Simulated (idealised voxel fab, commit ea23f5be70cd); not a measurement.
The process module that follows is named voxel self aligned contacts.
For reference, the cross-section in this document is cut, with width 285 nm and square cells of 5 nm.
A cross-section in this document is a grid of square cells, and it is written down as bands, the top band listed before the ones below it; a band is made up of one or more rows of cells.
Read a band's entry like this: the first values are the height of its top and the height of its bottom in nm, and what follows is the sequence of materials from left to right, each with its width in nm. Note that "air" is empty space, and that a single material marked "full width" reaches across the band from edge to edge.
The reference from which all heights are counted is 0, the level beneath which the as-received wafer is entirely one material; the lowest band, having no lower bound, proceeds downward and is written after the example "top 0, no bottom".
The expression "30 to 40" gives the width at the extremes of the band, the first number at its top row of cells and the second at its bottom row, with the width changing by equal amounts from each row to the next in between.
Take "nothing altered" at face value: in the step it is given for, the cross-section changed in none of its cells.
Any empty space of 8 cells or more lacking an open way to the top shows up in "Closed void inventory" as width x height at distance, distance from the left edge, in nm.
Heads up: the bit after the settings on a step's line is the simulator's remark on that step.
Regarding "overlay nm": on a step with a mask, it is the distance the mask lay to the right of its planned place; a negative value places it to the left.

List of planned process steps:
- 1: RECEIVE | material Si
- 2: OXIDIZE | depth nm 5
- 3: DIRECTIONAL_DEP | material polySi | thk nm 20
- 4: DIRECTIONAL_DEP | material SiN | thk nm 20
- 5: PATTERN | tone cover | mask id GATE | material resist | width nm 30 | pitch nm 65 | thk nm 20 | overlay nm 0
- 6: DIRECTIONAL_ETCH | etch materials SiN | depth nm 20
- 7: DIRECTIONAL_ETCH | etch materials polySi | depth nm 20
- 8: STRIP | etch materials resist
- 9: CONFORMAL_DEP | material SiN | thk nm 10
- 10: DIRECTIONAL_ETCH | etch materials SiN | depth nm 10
- 11: FILL_DEP | material SiO2 | thk nm 15
- 12: CMP | height nm 50
- 13: MASKED_ETCH | tone open | mask id CONTACT | width nm 45 | etch materials SiO2 | depth nm 55 | overlay nm 0
- 14: CONFORMAL_DEP | material TiN | thk nm 5
- 15: FILL_DEP | material W | thk nm 10
- 16: CMP | height nm 50
- 17: CONFORMAL_DEP | material SiN | thk nm 5

Cross-sectional view of the wafer in its as-received condition, corresponding to the state after step 1:
top 0, no bottom: Si full width
Closed void inventory: none

Below is the wafer in cross-section after the module was completed. It began from the starting point shown above and followed the plan shown above, except that one mistake was made while running it:
top 55, bottom 50: SiN full width
top 50, bottom 40: SiO2 85 nm / SiN 50 nm / TiN 5 nm / W 5 nm / TiN 5 nm / SiN 50 nm / SiO2 85 nm
top 40, bottom 25: SiO2 85 nm / SiN 10 nm / polySi 30 nm / SiN 10 nm / TiN 5 nm / W 5 nm / TiN 5 nm / SiN 10 nm / polySi 30 nm / SiN 10 nm / SiO2 85 nm
top 25, bottom 20: SiO2 85 nm / SiN 10 nm / polySi 30 nm / SiN 10 nm / TiN 15 nm / SiN 10 nm / polySi 30 nm / SiN 10 nm / SiO2 85 nm
top 20, bottom 0: polySi full width
top 0, bottom -5: SiO2 full width
top -5, no bottom: Si full width
Closed void inventory: none
Short version of what went wrong: step 3 from the plan got run twice
